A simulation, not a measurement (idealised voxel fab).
A process module follows: voxel wiring stack.
255 nm wide, 5 nm square cells: that's cross-section cut.
Each cross-section below is a grid of square cells, stated as bands in top-down order, with one or more rows of cells making up each band.
The entry gives the band's vertical extent as a top height and a bottom height in nm, then its horizontal make-up as materials from left to right, each with a width in nm. "blank" stands for empty space; a single material marked "full width" fills the band edge to edge.
Note: height 0 marks the level under which the wafer is uniformly one material as received. Lowest band unbounded below, written "0 nm and below".
A width given as "30 to 40" starts at the first number in the band's top row and ends at the second number in its bottom row, shifting by an equal amount at every step from row to row.
Key: "all unchanged" - step with no changed cell in the cross-section.
"Cavities, closed": empty spaces of 8 cells or more with no open way to the top, each given as width x height at distance, distance from the left edge, all in nm.
If you see something after the settings on a step's line, that's the simulator's own remark about that step.
The setting "overlay nm" may be written on the line of a step. When the step uses a mask, the value reports how far to the right of the planned place the mask lay, and a negative value reports that it lay to the left.
List of planned process steps:
- 1: RECEIVE, material Si
- 2: CONFORMAL_DEP, material SiO2, thk nm 15
- 3: DIRECTIONAL_DEP, material TiN, thk nm 5
- 4: DIRECTIONAL_DEP, material Ru, thk nm 25
- 5: MASKED_ETCH, tone cover, mask id METAL_1, width nm 15, pitch nm 40, etch materials Ru, depth nm 25, overlay nm 0
- 6: MASKED_ETCH, tone cover, mask id METAL_1, width nm 25, pitch nm 40, etch materials TiN, depth nm 5, overlay nm 0
- 7: FILL_DEP, material SiO2, thk nm 10
- 8: CMP, height nm 45
- 9: CONFORMAL_DEP, material SiCN, thk nm 5
- 10: DIRECTIONAL_DEP, material lowk, thk nm 15
- 11: PATTERN, tone open, mask id PLUG_1, material resist, width nm 15, pitch nm 40, thk nm 15, overlay nm 0
- 12: DIRECTIONAL_ETCH, etch materials lowk, depth nm 15
- 13: DIRECTIONAL_ETCH, etch materials SiCN, depth nm 5
- 14: STRIP, etch materials resist
- 15: EPI, material Ru, thk nm 10
- 16: EPI, material Ru, thk nm 10
- 17: DIRECTIONAL_DEP, material TiN, thk nm 5
- 18: DIRECTIONAL_DEP, material Ru, thk nm 20
- 19: PATTERN, tone cover, mask id METAL_2, material resist, width nm 25, pitch nm 40, thk nm 20, overlay nm 0
- 20: DIRECTIONAL_ETCH, etch materials Ru, depth nm 20
- 21: DIRECTIONAL_ETCH, etch materials TiN, depth nm 5
- 22: STRIP, etch materials resist
- 23: FILL_DEP, material lowk, thk nm 10
- 24: CMP, height nm 90
- 25: CONFORMAL_DEP, material SiN, thk nm 5
The plan's step 5 width nm is the first wafer's value; the wafers differ in this setting and start identical.
First of several wafers, received after step 1, in cross-section:
0 nm and below  Si full width
Cavities, closed: none
Note: the following table is arranged by wafer, a row apiece. Each row reports the end-of-module state: per material, cells gained (+) or cells lost (-) compared with the wafer as received; closed voids follow:
width nm 15 | +94 Ru | +45 SiCN | +51 SiN | +419 SiO2 | +20 TiN | +340 lowk | Cavities, closed: none
width nm 20 | +104 Ru | +45 SiCN | +51 SiN | +409 SiO2 | +20 TiN | +340 lowk | Cavities, closed: none
width nm 25 | +114 Ru | +45 SiCN | +51 SiN | +399 SiO2 | +20 TiN | +340 lowk | Cavities, closed: none
